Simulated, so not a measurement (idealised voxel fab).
The following is a process module called voxel gate over fins.
This is section cut - it's 185 nm across, gridded in 5 nm square cells.
A cross-section is a grid of square cells, given in bands from the top down. A band is one or more rows of cells.
Read a band's entry like this: the first values are the height of its top and the height of its bottom in nm, and what follows is the sequence of materials from left to right, each with its width in nm. Note that "air" is empty space, and that a single material marked "everywhere" reaches across the band from edge to edge.
Where do heights start? At 0: under that level the wafer as delivered is made of one material only. And the lowest band has no floor; it just carries on downward, as in "from 0 down".
With a width like "30 to 40", each row of cells in the band differs from the next by the same amount, the top row carrying the first number and the bottom row the second.
It should be understood that the words "same as before", when stated for a given step, signify that the cross-section underwent no change in any of its cells during that step.
The entry titled "Encapsulated voids" provides the empty spaces that have no open way to the top, restricted to those of 8 cells or more. Each is presented as width x height at distance, the distance being measured from the left edge, with all three in nm.
That trailing text on a step's line, after the settings, is the simulator's own remark on the step.
overlay nm: mask offset rightward from planned place, masked step; negative means leftward offset.

-- Process steps - plan
1 op RECEIVE | material Si
2 op CONFORMAL_DEP | material SiN | thk nm 5
3 op DIRECTIONAL_DEP | material aC | thk nm 10
4 op PATTERN | tone cover | mask id FINS | material resist | width nm 15 | pitch nm 60 | thk nm 25 | overlay nm 0
5 op DIRECTIONAL_ETCH | etch materials aC | depth nm 10
6 op STRIP | etch materials resist
7 op DIRECTIONAL_ETCH | etch materials SiN | depth nm 5
8 op DIRECTIONAL_ETCH | etch materials Si | depth nm 40
9 op STRIP | etch materials aC
10 op FILL_DEP | material SiO2 | thk nm 10
11 op CMP | height nm 5
12 op PATTERN | tone open | mask id RAIL | material resist | width nm 15 | thk nm 20 | overlay nm 0
13 op DIRECTIONAL_ETCH | etch materials SiO2 | depth nm 40
14 op STRIP | etch materials resist
15 op CONFORMAL_DEP | material TiN | thk nm 5
16 op FILL_DEP | material Ru | thk nm 5
17 op CMP | height nm 5
18 op SELECTIVE_ETCH | etch materials W Ru TiN | depth nm 30
19 op FILL_DEP | material SiO2 | thk nm 5
20 op CMP | height nm 5
21 op SELECTIVE_ETCH | etch materials SiO2 | depth nm 20
22 op STRIP | etch materials SiN
23 op CONFORMAL_DEP | material HfO2 | thk nm 5
24 op CONFORMAL_DEP | material TiN | thk nm 5
25 op FILL_DEP | material W | thk nm 15
26 op CMP | height nm 20
27 op CONFORMAL_DEP | material SiN | thk nm 10
What sets these wafers apart? The width nm at step 4. They all start alike, and the plan carries the first wafer's value.

-- First wafer of several, as received: cross-section after step 1
    from 0 down | Si everywhere
    Encapsulated voids: none

-- Every row in this table is a wafer at the end of the module, and it gives, for each of the materials, the cells that wafer has gained (+) or lost (-) since it was received, then its closed voids
width nm 15; +49 HfO2; +1 Ru; -248 Si; +74 SiN; +149 SiO2; +54 TiN; +143 W; Encapsulated voids: none
width nm 20; +49 HfO2; +1 Ru; -232 Si; +74 SiN; +139 SiO2; +54 TiN; +137 W; Encapsulated voids: none
width nm 25; +49 HfO2; +1 Ru; -216 Si; +74 SiN; +129 SiO2; +54 TiN; +131 W; Encapsulated voids: none
width nm 30; +49 HfO2; +1 Ru; -200 Si; +74 SiN; +119 SiO2; +54 TiN; +125 W; Encapsulated voids: none
